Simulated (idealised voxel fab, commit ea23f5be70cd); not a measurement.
process module | voxel transistor to metal
cross-section cut | 185 nm wide | cells 5 nm
A cross-section is a grid of square cells, given in bands from the top down. A band is one or more rows of cells.
Each band's line starts with the height of the band's top and of its bottom, in nm. Then come its materials from left to right, each with its width in nm. One material with "throughout" fills the band from edge to edge. "air" is empty space.
Height 0 is the level under which the wafer as received is all one material. The lowest band goes on downwards, as in "0 down".
A width such as "30 to 40" changes by the same amount from each row of cells to the next, from the band's top row to its bottom row.
"no change" after a step means that no cell of the cross-section changed.
closed voids: empty space of 8 cells or more with no open way to the top, each as width x height at its distance from the left edge, in nm
after a step's settings: what the simulator itself notes on the step
overlay nm, on a step with a mask: how far to the right of its planned place the mask lay; to the left if negative
plan
1 op RECEIVE | material Si
2 op OXIDIZE | depth nm 5
3 op CONFORMAL_DEP | material SiN | thk nm 10
4 op DIRECTIONAL_DEP | material aC | thk nm 10
5 op PATTERN | tone cover | mask id ACTIVE | material resist | width nm 105 | thk nm 25 | overlay nm 0
6 op DIRECTIONAL_ETCH | etch materials aC | depth nm 10
7 op STRIP | etch materials resist
8 op DIRECTIONAL_ETCH | etch materials SiN | depth nm 10
9 op DIRECTIONAL_ETCH | etch materials SiO2 | depth nm 5
10 op DIRECTIONAL_ETCH | etch materials Si | depth nm 35
11 op STRIP | etch materials aC
12 op OXIDIZE | depth nm 5
13 op FILL_DEP | material SiO2 | thk nm 5
14 op CMP | height nm 10
15 op SELECTIVE_ETCH | etch materials SiO2 | depth nm 5
16 op STRIP | etch materials SiN
17 op SELECTIVE_ETCH | etch materials SiO2 | depth nm 5
18 op OXIDIZE | depth nm 5
19 op DIRECTIONAL_DEP | material polySi | thk nm 30
20 op DIRECTIONAL_DEP | material SiCN | thk nm 10
21 op PATTERN | tone cover | mask id GATE | material resist | width nm 25 | thk nm 20 | overlay nm 0
22 op DIRECTIONAL_ETCH | etch materials SiCN | depth nm 20
23 op DIRECTIONAL_ETCH | etch materials polySi | depth nm 40
24 op STRIP | etch materials resist
25 op CONFORMAL_DEP | material SiO2 | thk nm 5
26 op DIRECTIONAL_ETCH | etch materials SiO2 | depth nm 5
27 op CONFORMAL_DEP | material SiN | thk nm 5
28 op DIRECTIONAL_ETCH | etch materials SiN | depth nm 5
29 op DIRECTIONAL_ETCH | etch materials SiO2 | depth nm 5
30 op DIRECTIONAL_ETCH | etch materials Si | depth nm 10
31 op EPI | material nSi | thk nm 10
32 op FILL_DEP | material SiO2 | thk nm 10
33 op CMP | height nm 35
34 op DIRECTIONAL_DEP | material SiO2 | thk nm 15
35 op PATTERN | tone open | mask id CONTACT | material resist | width nm 20 | pitch nm 75 | thk nm 15 | overlay nm 0
36 op DIRECTIONAL_ETCH | etch materials SiO2 | depth nm 60
37 op STRIP | etch materials resist
38 op CONFORMAL_DEP | material TiN | thk nm 5
39 op FILL_DEP | material Ru | thk nm 5
40 op CMP | height nm 50
41 op DIRECTIONAL_DEP | material TiN | thk nm 5
42 op DIRECTIONAL_DEP | material W | thk nm 15
43 op DIRECTIONAL_DEP | material aC | thk nm 15
44 op PATTERN | tone cover | mask id METAL_1 | material resist | width nm 20 | pitch nm 75 | thk nm 35 | overlay nm 0
45 op DIRECTIONAL_ETCH | etch materials aC | depth nm 15
46 op STRIP | etch materials resist
47 op DIRECTIONAL_ETCH | etch materials W | depth nm 15
48 op DIRECTIONAL_ETCH | etch materials TiN | depth nm 5
49 op STRIP | etch materials aC
50 op CONFORMAL_DEP | material SiN | thk nm 5
51 op FILL_DEP | material lowk | thk nm 10
52 op CMP | height nm 70
53 op CONFORMAL_DEP | material SiCN | thk nm 5
54 op DIRECTIONAL_DEP | material SiO2 | thk nm 35
55 op MASKED_ETCH | tone open | mask id METAL_2 | width nm 20 | pitch nm 75 | etch materials SiO2 | depth nm 20 | overlay nm 0
56 op MASKED_ETCH | tone open | mask id METAL_2_HOLES | width nm 15 | pitch nm 75 | etch materials SiO2 | depth nm 15 | overlay nm 0
57 op MASKED_ETCH | tone open | mask id METAL_2_HOLES | width nm 15 | pitch nm 75 | etch materials SiCN | depth nm 5 | overlay nm 0
58 op CONFORMAL_DEP | material TiN | thk nm 5
59 op FILL_DEP | material Ru | thk nm 5
60 op CMP | height nm 110
61 op CONFORMAL_DEP | material SiN | thk nm 5
first wafer, as planned
as received, after step 1
  0 down: Si throughout
  closed voids: none
after step 2
  0 to -5: SiO2 throughout
  below -5: unchanged
after step 3
  10 to 0: SiN throughout
  below 0: unchanged
after step 4
  20 to 10: aC throughout
  below 10: unchanged
after step 5
  45 to 20: air 40 | resist 105 | air 40
  below 20: unchanged
after step 6
  35 to 20: air 40 | resist 105 | air 40
  20 to 10: air 40 | aC 105 | air 40
  below 10: unchanged
after step 7
  20 to 10: air 40 | aC 105 | air 40
  below 10: unchanged
after step 8
  20 to 10: air 40 | aC 105 | air 40
  10 to 0: air 40 | SiN 105 | air 40
  below 0: unchanged
after step 9
  20 to 10: air 40 | aC 105 | air 40
  10 to 0: air 40 | SiN 105 | air 40
  0 to -5: air 40 | SiO2 105 | air 40
  below -5: unchanged
after step 10
  20 to 10: air 40 | aC 105 | air 40
  10 to 0: air 40 | SiN 105 | air 40
  0 to -5: air 40 | SiO2 105 | air 40
  -5 to -40: air 40 | Si 105 | air 40
  below -40: unchanged
after step 11
  10 to 0: air 40 | SiN 105 | air 40
  below 0: unchanged
after step 12
  10 to 0: air 40 | SiN 105 | air 40
  0 to -5: air 40 | SiO2 105 | air 40
  -5 to -40: air 40 | SiO2 5 | Si 95 | SiO2 5 | air 40
  -40 to -45: SiO2 45 | Si 95 | SiO2 45
  below -45: unchanged
after step 13
  15 to 10: SiO2 throughout
  10 to 0: SiO2 40 | SiN 105 | SiO2 40
  0 to -5: SiO2 throughout
  -5 to -45: SiO2 45 | Si 95 | SiO2 45
  below -45: unchanged
after step 14
  10 to 0: SiO2 40 | SiN 105 | SiO2 40
  below 0: unchanged
after step 15
  10 to 5: air 40 | SiN 105 | air 40
  below 5: unchanged
after step 16
  5 to 0: SiO2 40 | air 105 | SiO2 40
  below 0: unchanged
after step 17
  0 to -5: SiO2 35 | air 115 | SiO2 35
  below -5: unchanged
after step 18
  0 to -5: SiO2 35 | air 115 | SiO2 35
  -5 to -10: SiO2 throughout
  below -10: unchanged
after step 19
  30 to 25: polySi 35 | air 115 | polySi 35
  25 to 0: polySi throughout
  0 to -5: SiO2 35 | polySi 115 | SiO2 35
  below -5: unchanged
after step 20
  40 to 35: SiCN 35 | air 115 | SiCN 35
  35 to 30: SiCN throughout
  30 to 25: polySi 35 | SiCN 115 | polySi 35
  below 25: unchanged
after step 21
  60 to 40: air 80 | resist 25 | air 80
  40 to 35: SiCN 35 | air 45 | resist 25 | air 45 | SiCN 35
  below 35: unchanged
after step 22
  60 to 35: air 80 | resist 25 | air 80
  35 to 30: air 80 | SiCN 25 | air 80
  30 to 25: polySi 35 | air 45 | SiCN 25 | air 45 | polySi 35
  below 25: unchanged
after step 23
  60 to 35: air 80 | resist 25 | air 80
  35 to 25: air 80 | SiCN 25 | air 80
  25 to 0: air 80 | polySi 25 | air 80
  0 to -5: SiO2 35 | air 45 | polySi 25 | air 45 | SiO2 35
  below -5: unchanged
after step 24
  35 to 25: air 80 | SiCN 25 | air 80
  below 25: unchanged
after step 25
  40 to 35: air 75 | SiO2 35 | air 75
  35 to 25: air 75 | SiO2 5 | SiCN 25 | SiO2 5 | air 75
  25 to 5: air 75 | SiO2 5 | polySi 25 | SiO2 5 | air 75
  5 to 0: SiO2 40 | air 35 | SiO2 5 | polySi 25 | SiO2 5 | air 35 | SiO2 40
  0 to -5: SiO2 80 | polySi 25 | SiO2 80
  below -5: unchanged
after step 26
  35 to 25: air 75 | SiO2 5 | SiCN 25 | SiO2 5 | air 75
  25 to 0: air 75 | SiO2 5 | polySi 25 | SiO2 5 | air 75
  0 to -5: SiO2 40 | air 35 | SiO2 5 | polySi 25 | SiO2 5 | air 35 | SiO2 40
  below -5: unchanged
after step 27
  40 to 35: air 70 | SiN 45 | air 70
  35 to 25: air 70 | SiN 5 | SiO2 5 | SiCN 25 | SiO2 5 | SiN 5 | air 70
  25 to 5: air 70 | SiN 5 | SiO2 5 | polySi 25 | SiO2 5 | SiN 5 | air 70
  5 to 0: SiN 45 | air 25 | SiN 5 | SiO2 5 | polySi 25 | SiO2 5 | SiN 5 | air 25 | SiN 45
  0 to -5: SiO2 40 | SiN 35 | SiO2 5 | polySi 25 | SiO2 5 | SiN 35 | SiO2 40
  below -5: unchanged
after step 28
  35 to 25: air 70 | SiN 5 | SiO2 5 | SiCN 25 | SiO2 5 | SiN 5 | air 70
  25 to 0: air 70 | SiN 5 | SiO2 5 | polySi 25 | SiO2 5 | SiN 5 | air 70
  0 to -5: SiO2 40 | SiN 5 | air 25 | SiN 5 | SiO2 5 | polySi 25 | SiO2 5 | SiN 5 | air 25 | SiN 5 | SiO2 40
  below -5: unchanged
after step 29
  35 to 30: air 70 | SiN 5 | air 5 | SiCN 25 | air 5 | SiN 5 | air 70
  30 to 25: air 70 | SiN 5 | SiO2 5 | SiCN 25 | SiO2 5 | SiN 5 | air 70
  25 to 0: air 70 | SiN 5 | SiO2 5 | polySi 25 | SiO2 5 | SiN 5 | air 70
  0 to -5: air 40 | SiN 5 | air 25 | SiN 5 | SiO2 5 | polySi 25 | SiO2 5 | SiN 5 | air 25 | SiN 5 | air 40
  -5 to -10: SiO2 45 | air 25 | SiO2 45 | air 25 | SiO2 45
  below -10: unchanged
after step 30
  35 to 30: air 70 | SiN 5 | air 5 | SiCN 25 | air 5 | SiN 5 | air 70
  30 to 25: air 70 | SiN 5 | SiO2 5 | SiCN 25 | SiO2 5 | SiN 5 | air 70
  25 to 0: air 70 | SiN 5 | SiO2 5 | polySi 25 | SiO2 5 | SiN 5 | air 70
  0 to -5: air 40 | SiN 5 | air 25 | SiN 5 | SiO2 5 | polySi 25 | SiO2 5 | SiN 5 | air 25 | SiN 5 | air 40
  -5 to -10: SiO2 45 | air 25 | SiO2 45 | air 25 | SiO2 45
  -10 to -20: SiO2 45 | air 25 | Si 45 | air 25 | SiO2 45
  below -20: unchanged
after step 31
  35 to 30: air 70 | SiN 5 | air 5 | SiCN 25 | air 5 | SiN 5 | air 70
  30 to 25: air 70 | SiN 5 | SiO2 5 | SiCN 25 | SiO2 5 | SiN 5 | air 70
  25 to 0: air 70 | SiN 5 | SiO2 5 | polySi 25 | SiO2 5 | SiN 5 | air 70
  0 to -5: air 40 | SiN 5 | air 15 | nSi 10 | SiN 5 | SiO2 5 | polySi 25 | SiO2 5 | SiN 5 | nSi 10 | air 15 | SiN 5 | air 40
  -5 to -10: SiO2 45 | air 15 | nSi 10 | SiO2 45 | nSi 10 | air 15 | SiO2 45
  -10 to -20: SiO2 45 | nSi 25 | Si 45 | nSi 25 | SiO2 45
  below -20: unchanged
after step 32
  45 to 35: SiO2 throughout
  35 to 25: SiO2 70 | SiN 5 | SiO2 5 | SiCN 25 | SiO2 5 | SiN 5 | SiO2 70
  25 to 0: SiO2 70 | SiN 5 | SiO2 5 | polySi 25 | SiO2 5 | SiN 5 | SiO2 70
  0 to -5: SiO2 40 | SiN 5 | SiO2 15 | nSi 10 | SiN 5 | SiO2 5 | polySi 25 | SiO2 5 | SiN 5 | nSi 10 | SiO2 15 | SiN 5 | SiO2 40
  -5 to -10: SiO2 60 | nSi 10 | SiO2 45 | nSi 10 | SiO2 60
  below -10: unchanged
after step 33
  35 to 25: SiO2 70 | SiN 5 | SiO2 5 | SiCN 25 | SiO2 5 | SiN 5 | SiO2 70
  below 25: unchanged
after step 34
  50 to 35: SiO2 throughout
  below 35: unchanged
after step 35
  65 to 50: resist 45 | air 20 | resist 55 | air 20 | resist 45
  below 50: unchanged
after step 36
  65 to 50: resist 45 | air 20 | resist 55 | air 20 | resist 45
  50 to 35: SiO2 45 | air 20 | SiO2 55 | air 20 | SiO2 45
  35 to 25: SiO2 45 | air 20 | SiO2 5 | SiN 5 | SiO2 5 | SiCN 25 | SiO2 5 | SiN 5 | SiO2 5 | air 20 | SiO2 45
  25 to 0: SiO2 45 | air 20 | SiO2 5 | SiN 5 | SiO2 5 | polySi 25 | SiO2 5 | SiN 5 | SiO2 5 | air 20 | SiO2 45
  0 to -5: SiO2 40 | SiN 5 | air 15 | nSi 10 | SiN 5 | SiO2 5 | polySi 25 | SiO2 5 | SiN 5 | nSi 10 | air 15 | SiN 5 | SiO2 40
  -5 to -10: SiO2 45 | air 15 | nSi 10 | SiO2 45 | nSi 10 | air 15 | SiO2 45
  below -10: unchanged
after step 37
  50 to 35: SiO2 45 | air 20 | SiO2 55 | air 20 | SiO2 45
  below 35: unchanged
after step 38
  55 to 50: TiN 50 | air 10 | TiN 65 | air 10 | TiN 50
  50 to 35: SiO2 45 | TiN 5 | air 10 | TiN 5 | SiO2 55 | TiN 5 | air 10 | TiN 5 | SiO2 45
  35 to 25: SiO2 45 | TiN 5 | air 10 | TiN 5 | SiO2 5 | SiN 5 | SiO2 5 | SiCN 25 | SiO2 5 | SiN 5 | SiO2 5 | TiN 5 | air 10 | TiN 5 | SiO2 45
  25 to 5: SiO2 45 | TiN 5 | air 10 | TiN 5 | SiO2 5 | SiN 5 | SiO2 5 | polySi 25 | SiO2 5 | SiN 5 | SiO2 5 | TiN 5 | air 10 | TiN 5 | SiO2 45
  5 to 0: SiO2 45 | TiN 5 | air 5 | TiN 10 | SiO2 5 | SiN 5 | SiO2 5 | polySi 25 | SiO2 5 | SiN 5 | SiO2 5 | TiN 10 | air 5 | TiN 5 | SiO2 45
  0 to -5: SiO2 40 | SiN 5 | TiN 5 | air 5 | TiN 5 | nSi 10 | SiN 5 | SiO2 5 | polySi 25 | SiO2 5 | SiN 5 | nSi 10 | TiN 5 | air 5 | TiN 5 | SiN 5 | SiO2 40
  -5 to -10: SiO2 45 | TiN 15 | nSi 10 | SiO2 45 | nSi 10 | TiN 15 | SiO2 45
  below -10: unchanged
after step 39
  60 to 55: Ru throughout
  55 to 50: TiN 50 | Ru 10 | TiN 65 | Ru 10 | TiN 50
  50 to 35: SiO2 45 | TiN 5 | Ru 10 | TiN 5 | SiO2 55 | TiN 5 | Ru 10 | TiN 5 | SiO2 45
  35 to 25: SiO2 45 | TiN 5 | Ru 10 | TiN 5 | SiO2 5 | SiN 5 | SiO2 5 | SiCN 25 | SiO2 5 | SiN 5 | SiO2 5 | TiN 5 | Ru 10 | TiN 5 | SiO2 45
  25 to 5: SiO2 45 | TiN 5 | Ru 10 | TiN 5 | SiO2 5 | SiN 5 | SiO2 5 | polySi 25 | SiO2 5 | SiN 5 | SiO2 5 | TiN 5 | Ru 10 | TiN 5 | SiO2 45
  5 to 0: SiO2 45 | TiN 5 | Ru 5 | TiN 10 | SiO2 5 | SiN 5 | SiO2 5 | polySi 25 | SiO2 5 | SiN 5 | SiO2 5 | TiN 10 | Ru 5 | TiN 5 | SiO2 45
  0 to -5: SiO2 40 | SiN 5 | TiN 5 | Ru 5 | TiN 5 | nSi 10 | SiN 5 | SiO2 5 | polySi 25 | SiO2 5 | SiN 5 | nSi 10 | TiN 5 | Ru 5 | TiN 5 | SiN 5 | SiO2 40
  below -5: unchanged
after step 40
  50 to 35: SiO2 45 | TiN 5 | Ru 10 | TiN 5 | SiO2 55 | TiN 5 | Ru 10 | TiN 5 | SiO2 45
  below 35: unchanged
after step 41
  55 to 50: TiN throughout
  below 50: unchanged
after step 42
  70 to 55: W throughout
  below 55: unchanged
after step 43
  85 to 70: aC throughout
  below 70: unchanged
after step 44
  120 to 85: air 45 | resist 20 | air 55 | resist 20 | air 45
  below 85: unchanged
after step 45
  105 to 85: air 45 | resist 20 | air 55 | resist 20 | air 45
  85 to 70: air 45 | aC 20 | air 55 | aC 20 | air 45
  below 70: unchanged
after step 46
  85 to 70: air 45 | aC 20 | air 55 | aC 20 | air 45
  below 70: unchanged
after step 47
  85 to 70: air 45 | aC 20 | air 55 | aC 20 | air 45
  70 to 55: air 45 | W 20 | air 55 | W 20 | air 45
  below 55: unchanged
after step 48
  85 to 70: air 45 | aC 20 | air 55 | aC 20 | air 45
  70 to 55: air 45 | W 20 | air 55 | W 20 | air 45
  55 to 50: air 45 | TiN 20 | air 55 | TiN 20 | air 45
  below 50: unchanged
after step 49
  70 to 55: air 45 | W 20 | air 55 | W 20 | air 45
  below 55: unchanged
after step 50
  75 to 70: air 40 | SiN 30 | air 45 | SiN 30 | air 40
  70 to 55: air 40 | SiN 5 | W 20 | SiN 5 | air 45 | SiN 5 | W 20 | SiN 5 | air 40
  55 to 50: SiN 45 | TiN 20 | SiN 55 | TiN 20 | SiN 45
  below 50: unchanged
after step 51
  85 to 75: lowk throughout
  75 to 70: lowk 40 | SiN 30 | lowk 45 | SiN 30 | lowk 40
  70 to 55: lowk 40 | SiN 5 | W 20 | SiN 5 | lowk 45 | SiN 5 | W 20 | SiN 5 | lowk 40
  below 55: unchanged
after step 52
  70 to 55: lowk 40 | SiN 5 | W 20 | SiN 5 | lowk 45 | SiN 5 | W 20 | SiN 5 | lowk 40
  below 55: unchanged
after step 53
  75 to 70: SiCN throughout
  below 70: unchanged
after step 54
  110 to 75: SiO2 throughout
  below 75: unchanged
after step 55
  110 to 90: SiO2 45 | air 20 | SiO2 55 | air 20 | SiO2 45
  below 90: unchanged
after step 56
  110 to 90: SiO2 45 | air 20 | SiO2 55 | air 20 | SiO2 45
  90 to 75: SiO2 45 | air 15 | SiO2 60 | air 15 | SiO2 50
  below 75: unchanged
after step 57
  110 to 90: SiO2 45 | air 20 | SiO2 55 | air 20 | SiO2 45
  90 to 75: SiO2 45 | air 15 | SiO2 60 | air 15 | SiO2 50
  75 to 70: SiCN 45 | air 15 | SiCN 60 | air 15 | SiCN 50
  below 70: unchanged
after step 58
  115 to 110: TiN 50 | air 10 | TiN 65 | air 10 | TiN 50
  110 to 95: SiO2 45 | TiN 5 | air 10 | TiN 5 | SiO2 55 | TiN 5 | air 10 | TiN 5 | SiO2 45
  95 to 90: SiO2 45 | TiN 5 | air 5 | TiN 10 | SiO2 55 | TiN 5 | air 5 | TiN 10 | SiO2 45
  90 to 75: SiO2 45 | TiN 5 | air 5 | TiN 5 | SiO2 60 | TiN 5 | air 5 | TiN 5 | SiO2 50
  75 to 70: SiCN 45 | TiN 15 | SiCN 60 | TiN 15 | SiCN 50
  below 70: unchanged
after step 59
  120 to 115: Ru throughout
  115 to 110: TiN 50 | Ru 10 | TiN 65 | Ru 10 | TiN 50
  110 to 95: SiO2 45 | TiN 5 | Ru 10 | TiN 5 | SiO2 55 | TiN 5 | Ru 10 | TiN 5 | SiO2 45
  95 to 90: SiO2 45 | TiN 5 | Ru 5 | TiN 10 | SiO2 55 | TiN 5 | Ru 5 | TiN 10 | SiO2 45
  90 to 75: SiO2 45 | TiN 5 | Ru 5 | TiN 5 | SiO2 60 | TiN 5 | Ru 5 | TiN 5 | SiO2 50
  below 75: unchanged
after step 60
  110 to 95: SiO2 45 | TiN 5 | Ru 10 | TiN 5 | SiO2 55 | TiN 5 | Ru 10 | TiN 5 | SiO2 45
  below 95: unchanged
after step 61
  115 to 110: SiN throughout
  below 110: unchanged
second wafer: like start, like plan, one mistake. Through step 24 it matches the first wafer
when step 25 should have ended: no change
when step 26 should have ended
  35 to 25: air 80 | SiCN 25 | air 80
  25 to -5: air 80 | polySi 25 | air 80
  -5 to -10: SiO2 35 | air 45 | SiO2 25 | air 45 | SiO2 35
  below -10: unchanged
when step 27 should have ended
  40 to 35: air 75 | SiN 35 | air 75
  35 to 25: air 75 | SiN 5 | SiCN 25 | SiN 5 | air 75
  25 to 0: air 75 | SiN 5 | polySi 25 | SiN 5 | air 75
  0 to -5: SiN 40 | air 35 | SiN 5 | polySi 25 | SiN 5 | air 35 | SiN 40
  -5 to -10: SiO2 35 | SiN 45 | SiO2 25 | SiN 45 | SiO2 35
  below -10: unchanged
when step 28 should have ended
  35 to 25: air 75 | SiN 5 | SiCN 25 | SiN 5 | air 75
  25 to -5: air 75 | SiN 5 | polySi 25 | SiN 5 | air 75
  -5 to -10: SiO2 35 | SiN 5 | air 35 | SiN 5 | SiO2 25 | SiN 5 | air 35 | SiN 5 | SiO2 35
  below -10: unchanged
when step 29 should have ended
  35 to 25: air 75 | SiN 5 | SiCN 25 | SiN 5 | air 75
  25 to -5: air 75 | SiN 5 | polySi 25 | SiN 5 | air 75
  -5 to -10: air 35 | SiN 5 | air 35 | SiN 5 | SiO2 25 | SiN 5 | air 35 | SiN 5 | air 35
  -10 to -15: SiO2 40 | air 5 | Si 95 | air 5 | SiO2 40
  below -15: unchanged
when step 30 should have ended
  35 to 25: air 75 | SiN 5 | SiCN 25 | SiN 5 | air 75
  25 to -5: air 75 | SiN 5 | polySi 25 | SiN 5 | air 75
  -5 to -10: air 35 | SiN 5 | air 35 | SiN 5 | SiO2 25 | SiN 5 | air 35 | SiN 5 | air 35
  -10 to -20: SiO2 40 to 45 | air 35 to 30 | Si 35 | air 35 to 30 | SiO2 40 to 45
  below -20: unchanged
when step 31 should have ended
  35 to 25: air 75 | SiN 5 | SiCN 25 | SiN 5 | air 75
  25 to 0: air 75 | SiN 5 | polySi 25 | SiN 5 | air 75
  0 to -5: air 65 | nSi 10 | SiN 5 | polySi 25 | SiN 5 | nSi 10 | air 65
  -5 to -10: air 35 | SiN 5 | air 25 | nSi 10 | SiN 5 | SiO2 25 | SiN 5 | nSi 10 | air 25 | SiN 5 | air 35
  -10 to -20: SiO2 40 to 45 | nSi 35 to 30 | Si 35 | nSi 35 to 30 | SiO2 40 to 45
  below -20: unchanged
when step 32 should have ended
  45 to 35: SiO2 throughout
  35 to 25: SiO2 75 | SiN 5 | SiCN 25 | SiN 5 | SiO2 75
  25 to 0: SiO2 75 | SiN 5 | polySi 25 | SiN 5 | SiO2 75
  0 to -5: SiO2 65 | nSi 10 | SiN 5 | polySi 25 | SiN 5 | nSi 10 | SiO2 65
  -5 to -10: SiO2 35 | SiN 5 | SiO2 25 | nSi 10 | SiN 5 | SiO2 25 | SiN 5 | nSi 10 | SiO2 25 | SiN 5 | SiO2 35
  below -10: unchanged
when step 33 should have ended
  35 to 25: SiO2 75 | SiN 5 | SiCN 25 | SiN 5 | SiO2 75
  below 25: unchanged
when step 34 should have ended
  50 to 35: SiO2 throughout
  below 35: unchanged
when step 35 should have ended
  65 to 50: resist 45 | air 20 | resist 55 | air 20 | resist 45
  below 50: unchanged
when step 36 should have ended
  65 to 50: resist 45 | air 20 | resist 55 | air 20 | resist 45
  50 to 35: SiO2 45 | air 20 | SiO2 55 | air 20 | SiO2 45
  35 to 25: SiO2 45 | air 20 | SiO2 10 | SiN 5 | SiCN 25 | SiN 5 | SiO2 10 | air 20 | SiO2 45
  25 to 0: SiO2 45 | air 20 | SiO2 10 | SiN 5 | polySi 25 | SiN 5 | SiO2 10 | air 20 | SiO2 45
  0 to -5: SiO2 45 | air 20 | nSi 10 | SiN 5 | polySi 25 | SiN 5 | nSi 10 | air 20 | SiO2 45
  -5 to -10: SiO2 35 | SiN 5 | SiO2 5 | air 20 | nSi 10 | SiN 5 | SiO2 25 | SiN 5 | nSi 10 | air 20 | SiO2 5 | SiN 5 | SiO2 35
  below -10: unchanged
when step 37 should have ended
  50 to 35: SiO2 45 | air 20 | SiO2 55 | air 20 | SiO2 45
  below 35: unchanged
when step 38 should have ended
  55 to 50: TiN 50 | air 10 | TiN 65 | air 10 | TiN 50
  50 to 35: SiO2 45 | TiN 5 | air 10 | TiN 5 | SiO2 55 | TiN 5 | air 10 | TiN 5 | SiO2 45
  35 to 25: SiO2 45 | TiN 5 | air 10 | TiN 5 | SiO2 10 | SiN 5 | SiCN 25 | SiN 5 | SiO2 10 | TiN 5 | air 10 | TiN 5 | SiO2 45
  25 to 0: SiO2 45 | TiN 5 | air 10 | TiN 5 | SiO2 10 | SiN 5 | polySi 25 | SiN 5 | SiO2 10 | TiN 5 | air 10 | TiN 5 | SiO2 45
  0 to -5: SiO2 45 | TiN 5 | air 10 | TiN 5 | nSi 10 | SiN 5 | polySi 25 | SiN 5 | nSi 10 | TiN 5 | air 10 | TiN 5 | SiO2 45
  -5 to -10: SiO2 35 | SiN 5 | SiO2 5 | TiN 20 | nSi 10 | SiN 5 | SiO2 25 | SiN 5 | nSi 10 | TiN 20 | SiO2 5 | SiN 5 | SiO2 35
  below -10: unchanged
when step 39 should have ended
  60 to 55: Ru throughout
  55 to 50: TiN 50 | Ru 10 | TiN 65 | Ru 10 | TiN 50
  50 to 35: SiO2 45 | TiN 5 | Ru 10 | TiN 5 | SiO2 55 | TiN 5 | Ru 10 | TiN 5 | SiO2 45
  35 to 25: SiO2 45 | TiN 5 | Ru 10 | TiN 5 | SiO2 10 | SiN 5 | SiCN 25 | SiN 5 | SiO2 10 | TiN 5 | Ru 10 | TiN 5 | SiO2 45
  25 to 0: SiO2 45 | TiN 5 | Ru 10 | TiN 5 | SiO2 10 | SiN 5 | polySi 25 | SiN 5 | SiO2 10 | TiN 5 | Ru 10 | TiN 5 | SiO2 45
  0 to -5: SiO2 45 | TiN 5 | Ru 10 | TiN 5 | nSi 10 | SiN 5 | polySi 25 | SiN 5 | nSi 10 | TiN 5 | Ru 10 | TiN 5 | SiO2 45
  below -5: unchanged
when step 40 should have ended
  50 to 35: SiO2 45 | TiN 5 | Ru 10 | TiN 5 | SiO2 55 | TiN 5 | Ru 10 | TiN 5 | SiO2 45
  below 35: unchanged
when step 41 should have ended
  55 to 50: TiN throughout
  below 50: unchanged
when step 42 should have ended
  70 to 55: W throughout
  below 55: unchanged
when step 43 should have ended
  85 to 70: aC throughout
  below 70: unchanged
when step 44 should have ended
  120 to 85: air 45 | resist 20 | air 55 | resist 20 | air 45
  below 85: unchanged
when step 45 should have ended
  105 to 85: air 45 | resist 20 | air 55 | resist 20 | air 45
  85 to 70: air 45 | aC 20 | air 55 | aC 20 | air 45
  below 70: unchanged
when step 46 should have ended
  85 to 70: air 45 | aC 20 | air 55 | aC 20 | air 45
  below 70: unchanged
when step 47 should have ended
  85 to 70: air 45 | aC 20 | air 55 | aC 20 | air 45
  70 to 55: air 45 | W 20 | air 55 | W 20 | air 45
  below 55: unchanged
when step 48 should have ended
  85 to 70: air 45 | aC 20 | air 55 | aC 20 | air 45
  70 to 55: air 45 | W 20 | air 55 | W 20 | air 45
  55 to 50: air 45 | TiN 20 | air 55 | TiN 20 | air 45
  below 50: unchanged
when step 49 should have ended
  70 to 55: air 45 | W 20 | air 55 | W 20 | air 45
  below 55: unchanged
when step 50 should have ended
  75 to 70: air 40 | SiN 30 | air 45 | SiN 30 | air 40
  70 to 55: air 40 | SiN 5 | W 20 | SiN 5 | air 45 | SiN 5 | W 20 | SiN 5 | air 40
  55 to 50: SiN 45 | TiN 20 | SiN 55 | TiN 20 | SiN 45
  below 50: unchanged
when step 51 should have ended
  85 to 75: lowk throughout
  75 to 70: lowk 40 | SiN 30 | lowk 45 | SiN 30 | lowk 40
  70 to 55: lowk 40 | SiN 5 | W 20 | SiN 5 | lowk 45 | SiN 5 | W 20 | SiN 5 | lowk 40
  below 55: unchanged
when step 52 should have ended
  70 to 55: lowk 40 | SiN 5 | W 20 | SiN 5 | lowk 45 | SiN 5 | W 20 | SiN 5 | lowk 40
  below 55: unchanged
when step 53 should have ended
  75 to 70: SiCN throughout
  below 70: unchanged
when step 54 should have ended
  110 to 75: SiO2 throughout
  below 75: unchanged
when step 55 should have ended
  110 to 90: SiO2 45 | air 20 | SiO2 55 | air 20 | SiO2 45
  below 90: unchanged
when step 56 should have ended
  110 to 90: SiO2 45 | air 20 | SiO2 55 | air 20 | SiO2 45
  90 to 75: SiO2 45 | air 15 | SiO2 60 | air 15 | SiO2 50
  below 75: unchanged
when step 57 should have ended
  110 to 90: SiO2 45 | air 20 | SiO2 55 | air 20 | SiO2 45
  90 to 75: SiO2 45 | air 15 | SiO2 60 | air 15 | SiO2 50
  75 to 70: SiCN 45 | air 15 | SiCN 60 | air 15 | SiCN 50
  below 70: unchanged
when step 58 should have ended
  115 to 110: TiN 50 | air 10 | TiN 65 | air 10 | TiN 50
  110 to 95: SiO2 45 | TiN 5 | air 10 | TiN 5 | SiO2 55 | TiN 5 | air 10 | TiN 5 | SiO2 45
  95 to 90: SiO2 45 | TiN 5 | air 5 | TiN 10 | SiO2 55 | TiN 5 | air 5 | TiN 10 | SiO2 45
  90 to 75: SiO2 45 | TiN 5 | air 5 | TiN 5 | SiO2 60 | TiN 5 | air 5 | TiN 5 | SiO2 50
  75 to 70: SiCN 45 | TiN 15 | SiCN 60 | TiN 15 | SiCN 50
  below 70: unchanged
when step 59 should have ended
  120 to 115: Ru throughout
  115 to 110: TiN 50 | Ru 10 | TiN 65 | Ru 10 | TiN 50
  110 to 95: SiO2 45 | TiN 5 | Ru 10 | TiN 5 | SiO2 55 | TiN 5 | Ru 10 | TiN 5 | SiO2 45
  95 to 90: SiO2 45 | TiN 5 | Ru 5 | TiN 10 | SiO2 55 | TiN 5 | Ru 5 | TiN 10 | SiO2 45
  90 to 75: SiO2 45 | TiN 5 | Ru 5 | TiN 5 | SiO2 60 | TiN 5 | Ru 5 | TiN 5 | SiO2 50
  below 75: unchanged
when step 60 should have ended
  110 to 95: SiO2 45 | TiN 5 | Ru 10 | TiN 5 | SiO2 55 | TiN 5 | Ru 10 | TiN 5 | SiO2 45
  below 95: unchanged
when step 61 should have ended
  115 to 110: SiN throughout
  below 110: unchanged
what went wrong: step 25 was left out
at the end the second wafer has, in cells: 4 more of Ru | 4 fewer of Si | 2 more of SiN | 8 fewer of SiO2 | 6 more of nSi
